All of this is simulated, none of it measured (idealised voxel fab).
Proc. module: voxel local oxidation
For reference, the cross-section in this document is cut, with width 210 nm and square cells of 5 nm.
This document writes a cross-section as a grid whose cells are square, and gives it as bands, listed from the top down; one or more rows of cells form a band. Band: top and bottom heights (nm) first, top before bottom; then materials from left to right, widths in nm. "full width" marks a sole material filling the band edge to edge. "air" denotes empty space. We count height from 0. Below that, the starting wafer is all one material. The lowest band never ends at the bottom but goes on down; see "0 -> down" for how that is written. The expression "30 to 40" gives the width at the extremes of the band, the first number at its top row of cells and the second at its bottom row, with the width changing by equal amounts from each row to the next in between. The designation "nothing different", where it is given for a processing step, indicates that no cell of the cross-section was altered in the course of that step. Sealed void listing: empty space of 8 cells or more with no open way to the top, each as width x height at its distance from the left edge, in nm. It should be noted that, on the line of a given step, the content following the step's settings is a remark produced by the simulator itself with respect to that step. overlay nm: how far to the right of its planned place the mask lay on this masked step (negative: to the left).
List of planned process steps:
1,RECEIVE,material Si
2,OXIDIZE,depth nm 5
3,CONFORMAL_DEP,material SiN,thk nm 15
4,MASKED_ETCH,tone cover,mask id ACTIVE,width nm 110,etch materials SiN,depth nm 15,overlay nm 0
5,SELECTIVE_ETCH,etch materials SiO2,depth nm 5
6,OXIDIZE,depth nm 15
7,STRIP,etch materials SiN
The first wafer of two, processed as planned:
This is the cross-section of the wafer as we received it, i.e. after step 1:
  0 -> down = Si full width
  Sealed void listing: none
Cross-section of the wafer subsequent to step 2:
  0 -> -5 = SiO2 full width
  At heights below -5, the structure remains unaltered.
Cross-section of the wafer subsequent to step 3:
  15 -> 0 = SiN full width
  At heights below 0, the structure remains unaltered.
Cross-section of the wafer subsequent to step 4:
  15 -> 0 = air: 50 | SiN: 110 | air: 50
  At heights below 0, the structure remains unaltered.
Cross-section of the wafer subsequent to step 5:
  15 -> 0 = air: 50 | SiN: 110 | air: 50
  0 -> -5 = air: 55 | SiO2: 100 | air: 55
  At heights below -5, the structure remains unaltered.
Cross-section of the wafer subsequent to step 6:
  15 -> 0 = air: 50 | SiN: 110 | air: 50
  0 -> -5 = air: 55 | SiO2: 100 | air: 55
  -5 -> -20 = SiO2: 70 | Si: 70 | SiO2: 70
  At heights below -20, the structure remains unaltered.
Cross-section of the wafer subsequent to step 7:
  0 -> -5 = air: 55 | SiO2: 100 | air: 55
  At heights below -5, the structure remains unaltered.
For the second wafer, take the first wafer's start and plan, then add one mistake made in running it; everything through step 3, that step included, is shared with the first:
Look at the second wafer in cross-section at the time step 4 ought to have finished:
  15 -> 0 = SiN: 50 | air: 110 | SiN: 50
  At heights below 0, the structure remains unaltered.
Look at the second wafer in cross-section at the time step 5 ought to have finished:
  15 -> 0 = SiN: 50 | air: 110 | SiN: 50
  0 -> -5 = SiO2: 45 | air: 120 | SiO2: 45
  At heights below -5, the structure remains unaltered.
Look at the second wafer in cross-section at the time step 6 ought to have finished:
  15 -> 0 = SiN: 50 | air: 110 | SiN: 50
  0 -> -5 = SiO2: 45 | air: 120 | SiO2: 45
  -5 -> -20 = Si: 30 | SiO2: 150 | Si: 30
  At heights below -20, the structure remains unaltered.
Look at the second wafer in cross-section at the time step 7 ought to have finished:
  0 -> -5 = SiO2: 45 | air: 120 | SiO2: 45
  At heights below -5, the structure remains unaltered.
What was done differently from what was planned? off-plan run, step 4, actual operation and settings MASKED_ETCH,tone open,mask id ACTIVE,width nm 110,etch materials SiN,depth nm 15,overlay nm 0
Final comparison by cell count, materials where the second wafer has more or fewer than the first: -6 Si | +4 SiO2
